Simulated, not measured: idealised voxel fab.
process module | voxel capacitor over wiring
The width of the displayed cross-section, cut, is 230 nm; its cells are square, with a size of 5 nm.
How to read a cross-section here: the picture is a grid of square cells, written as bands going from the top down, and any band can span one or more rows of cells.
Per band: top height and bottom height in nm, followed by the left-to-right materials and their widths in nm; "everywhere" marks a single material spanning edge to edge, "empty" marks empty space.
All heights in this document are referenced to 0, defined as the level beneath which the wafer, as received, consists entirely of one material. The lowest band is not bounded below; it extends indefinitely downward and is written in the form "0 and below".
It should be noted that a width expressed as "30..40" varies in equal increments from row to row of cells within the band, taking the value of the first number at the top row and that of the second number at the bottom row.
What does "remains unaltered" mean for a step? It means no cell of the cross-section changed in that step.
So "Completely sealed voids" is basically the list of trapped voids: any empty space of 8 cells or more that can't reach the top through an opening. They're written width x height at distance, the distance being from the left edge, and it's all nm.
On each step's line, the part that comes after the settings is the simulator's own comment on the step.
A step's line can hold "overlay nm"; with a mask on that step, the setting says how far right of the planned place the mask lay, while a negative setting says it lay to the left.

### Steps in the process plan
- 1: RECEIVE, material Si
- 2: CONFORMAL_DEP, material SiO2, thk nm 15
- 3: CONFORMAL_DEP, material SiCN, thk nm 5
- 4: DIRECTIONAL_DEP, material lowk, thk nm 15
- 5: PATTERN, tone open, mask id METAL_1, material resist, width nm 25, pitch nm 75, thk nm 15, overlay nm 0
- 6: DIRECTIONAL_ETCH, etch materials lowk, depth nm 15
- 7: DIRECTIONAL_ETCH, etch materials SiCN, depth nm 5
- 8: STRIP, etch materials resist
- 9: CONFORMAL_DEP, material TiN, thk nm 5
- 10: FILL_DEP, material Ru, thk nm 5
- 11: CMP, height nm 35
- 12: EPI, material Ru, thk nm 5
- 13: FILL_DEP, material SiCN, thk nm 5
- 14: DIRECTIONAL_DEP, material SiO2, thk nm 20
- 15: DIRECTIONAL_DEP, material aC, thk nm 10
- 16: PATTERN, tone open, mask id PLUG_1, material resist, width nm 15, thk nm 30, overlay nm 0
- 17: DIRECTIONAL_ETCH, etch materials aC, depth nm 10
- 18: STRIP, etch materials resist
- 19: DIRECTIONAL_ETCH, etch materials SiO2, depth nm 20
- 20: DIRECTIONAL_ETCH, etch materials SiCN, depth nm 5
- 21: STRIP, etch materials aC
- 22: CONFORMAL_DEP, material TiN, thk nm 5
- 23: FILL_DEP, material W, thk nm 10
- 24: CMP, height nm 65
- 25: DIRECTIONAL_DEP, material TiN, thk nm 5
- 26: DIRECTIONAL_DEP, material HfO2, thk nm 5
- 27: DIRECTIONAL_DEP, material TiN, thk nm 5
- 28: MASKED_ETCH, tone cover, mask id UPPER_PLATE, width nm 55, etch materials TiN, depth nm 5, overlay nm 0
- 29: MASKED_ETCH, tone cover, mask id UPPER_PLATE, width nm 55, etch materials HfO2, depth nm 5, overlay nm 0
- 30: MASKED_ETCH, tone cover, mask id LOWER_PLATE, width nm 65, etch materials TiN, depth nm 5, overlay nm 0
- 31: FILL_DEP, material SiO2, thk nm 15
- 32: CMP, height nm 90
- 33: MASKED_ETCH, tone open, mask id PLUG_2, width nm 15, etch materials SiO2, depth nm 10, overlay nm 0
- 34: CONFORMAL_DEP, material TiN, thk nm 5
- 35: FILL_DEP, material Cu, thk nm 5
- 36: CMP, height nm 90
- 37: CONFORMAL_DEP, material SiN, thk nm 5
Don't read the plan's thk nm for step 27 as applying to every wafer: that's the first wafer's value, and the wafers differ in it, though they all start identical.

### After step 1, as received: first of several wafers, cross-section
    0 and below = Si everywhere
    Completely sealed voids: none

### Post step 37, the closing step of the module: first of several wafers, cross-sectioned
    95 down to 90 = SiN everywhere
    90 down to 85 = SiO2 (85) | TiN (5) | Cu (5) | TiN (5) | SiO2 (130)
    85 down to 75 = SiO2 (85..75) | TiN (15..55) | SiO2 (130..100)
    75 down to 70 = SiO2 (75) | HfO2 (55) | SiO2 (100)
    70 down to 65 = SiO2 (70) | TiN (65) | SiO2 (95)
    65 down to 45 = SiO2 (75) | TiN (5) | W (5) | TiN (5) | SiO2 (140)
    45 down to 40 = SiCN (75) | TiN (15) | SiCN (140)
    40 down to 35 = SiCN (60) | Ru (35) | SiCN (40) | Ru (35) | SiCN (60)
    35 down to 20 = lowk (65) | TiN (5) | Ru (15) | TiN (5) | lowk (50) | TiN (5) | Ru (15) | TiN (5) | lowk (65)
    20 down to 15 = SiCN (65) | TiN (25) | SiCN (50) | TiN (25) | SiCN (65)
    15 down to 0 = SiO2 everywhere
    0 and below = Si everywhere
    Completely sealed voids: none

### Wafer cross-section (last wafer, module end)
    95 down to 90 = SiN everywhere
    90 down to 85 = SiO2 (70) | TiN (65) | SiO2 (95)
    85 down to 75 = TiN everywhere
    75 down to 70 = HfO2 everywhere
    70 down to 65 = TiN everywhere
    65 down to 45 = SiO2 (75) | TiN (5) | W (5) | TiN (5) | SiO2 (140)
    45 down to 40 = SiCN (75) | TiN (15) | SiCN (140)
    40 down to 35 = SiCN (60) | Ru (35) | SiCN (40) | Ru (35) | SiCN (60)
    35 down to 20 = lowk (65) | TiN (5) | Ru (15) | TiN (5) | lowk (50) | TiN (5) | Ru (15) | TiN (5) | lowk (65)
    20 down to 15 = SiCN (65) | TiN (25) | SiCN (50) | TiN (25) | SiCN (65)
    15 down to 0 = SiO2 everywhere
    0 and below = Si everywhere
    Completely sealed voids: none

### Wafer rows, end of module: cells per material gained (+) or lost (-) since receipt; closed voids last
thk nm 5; +1 Cu; +11 HfO2; +32 Ru; +111 SiCN; +46 SiN; +499 SiO2; +62 TiN; +4 W; +108 lowk; Completely sealed voids: none
thk nm 10; +46 HfO2; +32 Ru; +111 SiCN; +46 SiN; +421 SiO2; +106 TiN; +4 W; +108 lowk; Completely sealed voids: none
thk nm 15; +46 HfO2; +32 Ru; +111 SiCN; +46 SiN; +378 SiO2; +149 TiN; +4 W; +108 lowk; Completely sealed voids: none
thk nm 20; +46 HfO2; +32 Ru; +111 SiCN; +46 SiN; +343 SiO2; +184 TiN; +4 W; +108 lowk; Completely sealed voids: none
